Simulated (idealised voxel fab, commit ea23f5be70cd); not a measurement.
process module | voxel ribs on slabs
cross-section cut | 255 nm wide | cells 5 nm
A cross-section is a grid of square cells, given in bands from the top down. A band is one or more rows of cells.
Each band's line starts with the height of the band's top and of its bottom, in nm. Then come its materials from left to right, each with its width in nm. One material with "throughout" fills the band from edge to edge. "air" is empty space.
Height 0 is the level under which the wafer as received is all one material. The lowest band goes on downwards, as in "0 down".
A width such as "30 to 40" changes by the same amount from each row of cells to the next, from the band's top row to its bottom row.
"no change" after a step means that no cell of the cross-section changed.
closed voids: empty space of 8 cells or more with no open way to the top, each as width x height at its distance from the left edge, in nm
after a step's settings: what the simulator itself notes on the step
overlay nm, on a step with a mask: how far to the right of its planned place the mask lay; to the left if negative
plan
1 op RECEIVE | material Si
2 op DIRECTIONAL_DEP | material SiO2 | thk nm 25
3 op DIRECTIONAL_DEP | material polySi | thk nm 25
4 op MASKED_ETCH | tone cover | mask id RIB | width nm 20 | etch materials polySi | depth nm 5 | overlay nm 0
5 op DIRECTIONAL_DEP | material aC | thk nm 15
6 op PATTERN | tone cover | mask id SLAB | material resist | width nm 70 | thk nm 30 | overlay nm 0
7 op DIRECTIONAL_ETCH | etch materials aC | depth nm 15
8 op STRIP | etch materials resist
9 op DIRECTIONAL_ETCH | etch materials polySi | depth nm 20
10 op STRIP | etch materials aC
11 op FILL_DEP | material SiO2 | thk nm 15
12 op CMP | height nm 60
13 op DIRECTIONAL_DEP | material TiN | thk nm 5
14 op MASKED_ETCH | tone cover | mask id HEATER | width nm 30 | etch materials TiN | depth nm 5 | overlay nm 0
15 op CONFORMAL_DEP | material SiO2 | thk nm 10
as received, after step 1
  0 down: Si throughout
  closed voids: none
first wafer at the end, as planned
  75 to 70: air 100 | SiO2 50 | air 105
  70 to 65: SiO2 throughout
  65 to 60: SiO2 110 | TiN 30 | SiO2 115
  60 to 50: SiO2 throughout
  50 to 45: SiO2 115 | polySi 20 | SiO2 120
  45 to 25: SiO2 90 | polySi 70 | SiO2 95
  25 to 0: SiO2 throughout
  0 down: Si throughout
  closed voids: none
second wafer at the end: like start, like plan, one mistake
  75 to 70: air 100 | SiO2 50 | air 105
  70 to 65: SiO2 throughout
  65 to 60: SiO2 110 | TiN 30 | SiO2 115
  60 to 50: SiO2 90 | polySi 70 | SiO2 95
  50 to 25: polySi throughout
  25 to 0: SiO2 throughout
  0 down: Si throughout
  closed voids: none
what went wrong: step 3 was run twice
at the end the second wafer has, in cells: 223 fewer of SiO2 | 223 more of polySi
